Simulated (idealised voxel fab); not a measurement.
The name of this process module is voxel self aligned contacts.
The cross-section shown here is cut; it is 285 nm wide and divided into square cells measuring 5 nm on a side.
If you're reading a cross-section in this doc, picture square cells in a grid; it comes to you as bands, top ones listed first down to the bottom, and a band can be one or more rows of cells.
Heads up on the band format: heights come first, top then bottom, in nm. After that it's the materials left to right, each with its width in nm. A single material flagged "throughout" fills the whole band edge to edge, and "blank" means there's empty space there.
Zero point of the height axis is 0; under it, received wafer = one material. Lowest band: continues down indefinitely, "top 0, no bottom".
Width: "30..40" (first number = top row, second number = bottom row, same change from row to row of cells).
"remained unchanged" -> step changed no cross-section cell.
"Enclosed void listing" contains a list of empty spaces, each no smaller than 8 cells and without an open way to the top, written in the form width x height at distance with the distance from the left edge and all three in nm.
Where a step's line continues beyond its settings, the continuation is a remark by the simulator itself on that step.
For masked steps, "overlay nm" on the step line gives how far right of plan the mask actually lay; a minus sign means it lay to the left.

## So here's the lineup of process steps we planned
1: op RECEIVE | material Si
2: op OXIDIZE | depth nm 5
3: op DIRECTIONAL_DEP | material polySi | thk nm 20
4: op DIRECTIONAL_DEP | material SiN | thk nm 20
5: op MASKED_ETCH | tone cover | mask id GATE | width nm 30 | pitch nm 60 | etch materials SiN | depth nm 20 | overlay nm 0
6: op MASKED_ETCH | tone cover | mask id GATE | width nm 30 | pitch nm 60 | etch materials polySi | depth nm 20 | overlay nm 0
7: op CONFORMAL_DEP | material SiN | thk nm 5
8: op DIRECTIONAL_ETCH | etch materials SiN | depth nm 5
9: op FILL_DEP | material SiO2 | thk nm 15
10: op CMP | height nm 45
11: op MASKED_ETCH | tone open | mask id CONTACT | width nm 40 | etch materials SiO2 | depth nm 50 | overlay nm 0
12: op CONFORMAL_DEP | material TiN | thk nm 5
13: op FILL_DEP | material W | thk nm 10
14: op CMP | height nm 45
15: op CONFORMAL_DEP | material SiN | thk nm 5

## Incoming wafer, cross-sectional view, post step 1
> top 0, no bottom | Si throughout
> Enclosed void listing: none

## First of two wafers: cross-section at end of module, run per plan
> top 50, bottom 45 | SiN throughout
> top 45, bottom 40 | SiO2 120 | TiN 15 | W 10 | TiN 15 | SiO2 125
> top 40, bottom 20 | SiO2 90 | SiN 40 | TiN 5 | W 10 | TiN 5 | SiN 40 | SiO2 95
> top 20, bottom 0 | SiO2 90 | SiN 5 | polySi 30 | SiN 5 | TiN 5 | W 10 | TiN 5 | SiN 5 | polySi 30 | SiN 5 | SiO2 95
> top 0, bottom -5 | SiO2 130 | TiN 20 | SiO2 135
> top -5, no bottom | Si throughout
> Enclosed void listing: none

## Wafer two, sectioned after the module: the first wafer's start, the first wafer's plan, and one mistake in how it was run
> top 50, bottom 45 | SiN throughout
> top 45, bottom 40 | SiO2 120 | TiN 15 | W 10 | TiN 15 | SiO2 125
> top 40, bottom 25 | SiO2 90 | SiN 40 | TiN 5 | W 10 | TiN 5 | SiN 40 | SiO2 95
> top 25, bottom 20 | SiO2 90 | SiN 40 | TiN 20 | SiN 40 | SiO2 95
> top 20, bottom 0 | SiO2 90 | SiN 5 | polySi 40 | SiN 5 | TiN 10 | SiN 5 | polySi 40 | SiN 5 | SiO2 85
> top 0, bottom -5 | SiO2 140 | TiN 10 | SiO2 135
> top -5, no bottom | Si throughout
> Enclosed void listing: none
what went wrong: step 6 went in with a setting other than planned; the actual run was op MASKED_ETCH | tone cover | mask id GATE | width nm 30 | pitch nm 60 | etch materials polySi | depth nm 20 | overlay nm 10
End of process, cell counts, second wafer against first, materials with more or fewer: 6 fewer of SiO2 | 10 fewer of W | 16 more of polySi
